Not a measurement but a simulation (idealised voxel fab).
Presented below is a process module, voxel self aligned vias.
The cross-section on display is named cut; it measures 175 nm wide, and its cells are 5 nm squares.
Square cells in a grid make up a cross-section in this document, and the grid is given as bands, listed from the top down, each one or more rows of cells. Each band's line starts with the height of the band's top and of its bottom, in nm. Then come its materials from left to right, each with its width in nm. One material with "edge to edge" fills the band from edge to edge. "air" is empty space. Heads up on the height convention: 0 is the point under which the incoming wafer is all one material, and the lowest band has no bottom, it just keeps going down, like "0 nm and below". Top row gets the first number, bottom row gets the second, and each row in between changes by the same step: that is how a band width like "30 to 40" works. Key: "no change" - step with no changed cell in the cross-section. Look at "Closed void table" for the closed voids: empty spaces with no open path to the top, sized 8 cells or up. Each is width x height at distance, distance from the left edge, all nm. Where a step's line continues beyond its settings, the continuation is a remark by the simulator itself on that step. For masked steps, "overlay nm" on the step line gives how far right of plan the mask actually lay; a minus sign means it lay to the left.

[The steps planned for the process are as follows]
step 1: RECEIVE: material Si
step 2: CONFORMAL_DEP: material SiO2, thk nm 15
step 3: CONFORMAL_DEP: material SiCN, thk nm 5
step 4: DIRECTIONAL_DEP: material lowk, thk nm 20
step 5: MASKED_ETCH: tone open, mask id LINES, width nm 30, pitch nm 70, etch materials lowk, depth nm 20, overlay nm 0
step 6: CONFORMAL_DEP: material TiN, thk nm 5
step 7: FILL_DEP: material Ru, thk nm 10
step 8: CMP: height nm 40
step 9: SELECTIVE_ETCH: etch materials W Ru TiN, depth nm 5
step 10: FILL_DEP: material SiN, thk nm 10
step 11: CMP: height nm 40
step 12: DIRECTIONAL_DEP: material lowk, thk nm 20
step 13: DIRECTIONAL_DEP: material aC, thk nm 15
step 14: PATTERN: tone open, mask id VIAS, material resist, width nm 40, pitch nm 70, thk nm 30, overlay nm 0
step 15: DIRECTIONAL_ETCH: etch materials aC, depth nm 15
step 16: STRIP: etch materials resist
step 17: DIRECTIONAL_ETCH: etch materials lowk, depth nm 20
step 18: DIRECTIONAL_ETCH: etch materials SiN, depth nm 5
step 19: STRIP: etch materials aC
step 20: CONFORMAL_DEP: material TiN, thk nm 5
step 21: FILL_DEP: material Ru, thk nm 10
step 22: CMP: height nm 60
step 23: CONFORMAL_DEP: material SiCN, thk nm 5

[Step 1 complete: cross-section of the wafer as received]
    0 nm and below | Si edge to edge
    Closed void table: none

[The plan above was carried out on the starting structure above with one mistake, and this cross-section shows the wafer at the end of the module]
    65 nm to 60 nm | SiCN edge to edge
    60 nm to 45 nm | 30 of lowk, then 5 of TiN, then 30 of Ru, then 5 of TiN, then 30 of lowk, then 5 of TiN, then 30 of Ru, then 5 of TiN, then 35 of lowk
    45 nm to 40 nm | 30 of lowk, then 40 of TiN, then 30 of lowk, then 40 of TiN, then 35 of lowk
    40 nm to 35 nm | 30 of SiN, then 5 of TiN, then 30 of lowk, then 5 of TiN, then 30 of SiN, then 5 of TiN, then 30 of lowk, then 5 of TiN, then 35 of SiN
    35 nm to 25 nm | 30 of Ru, then 5 of TiN, then 30 of lowk, then 5 of TiN, then 30 of Ru, then 5 of TiN, then 30 of lowk, then 5 of TiN, then 35 of Ru
    25 nm to 20 nm | 35 of TiN, then 30 of lowk, then 40 of TiN, then 30 of lowk, then 40 of TiN
    20 nm to 15 nm | SiCN edge to edge
    15 nm to 0 nm | SiO2 edge to edge
    0 nm and below | Si edge to edge
    Closed void table: none
Plan not followed: step 5 was processed under conditions differing from the plan, specifically as MASKED_ETCH: tone cover, mask id LINES, width nm 30, pitch nm 70, etch materials lowk, depth nm 20, overlay nm 0
